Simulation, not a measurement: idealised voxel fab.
You're looking at the process module voxel released beams.
We display cut, a cross-section 285 nm in width whose square cells are each 5 nm.
Cross-section = grid of square cells, listed top down in bands; band = one or more rows.
First you get the band's top height and its bottom height, in nm, and then the materials it's made of, left to right, with each width in nm. If you see a single material with "everywhere", that one covers the band edge to edge. "empty" is empty space.
Heights from 0 (as-received wafer is one material below). Bottom band endless downward, as "from 0 down".
A width such as "30 to 40" changes by the same amount from each row of cells to the next, from the band's top row to its bottom row.
Key: "no modifications" - step with no changed cell in the cross-section.
Listed in "Closed void inventory": every empty space of 8 or more cells without an open way to the top. Form: width x height at distance, the distance being from the left edge, all in nm.
after a step's settings: what the simulator itself notes on the step
overlay nm: right-of-plan distance of the mask on a masked step; negative values mean left-of-plan.

-- Process steps (planned)
1,RECEIVE with material Si
2,CONFORMAL_DEP with material Al2O3, thk nm 5
3,DIRECTIONAL_DEP with material SiO2, thk nm 20
4,MASKED_ETCH with tone open, mask id ANCHOR, width nm 35, etch materials SiO2, depth nm 20, overlay nm 0
5,CONFORMAL_DEP with material polySi, thk nm 15
6,MASKED_ETCH with tone cover, mask id BEAM, width nm 90, etch materials polySi, depth nm 15, overlay nm 0
7,STRIP with etch materials SiO2

-- Cross-section of the wafer at receipt, which is the condition after step 1
- from 0 down = Si everywhere
- Closed void inventory: none

-- The cross-section shown corresponds to the wafer at the conclusion of the module. The initial structure and the process plan are those presented above; however, one mistake occurred in executing the plan
- from 0 down = Si everywhere
- Closed void inventory: none
In executing the process, a mistake was made relative to the plan: not per plan at step 2, really ran CONFORMAL_DEP with material SiO2, thk nm 5
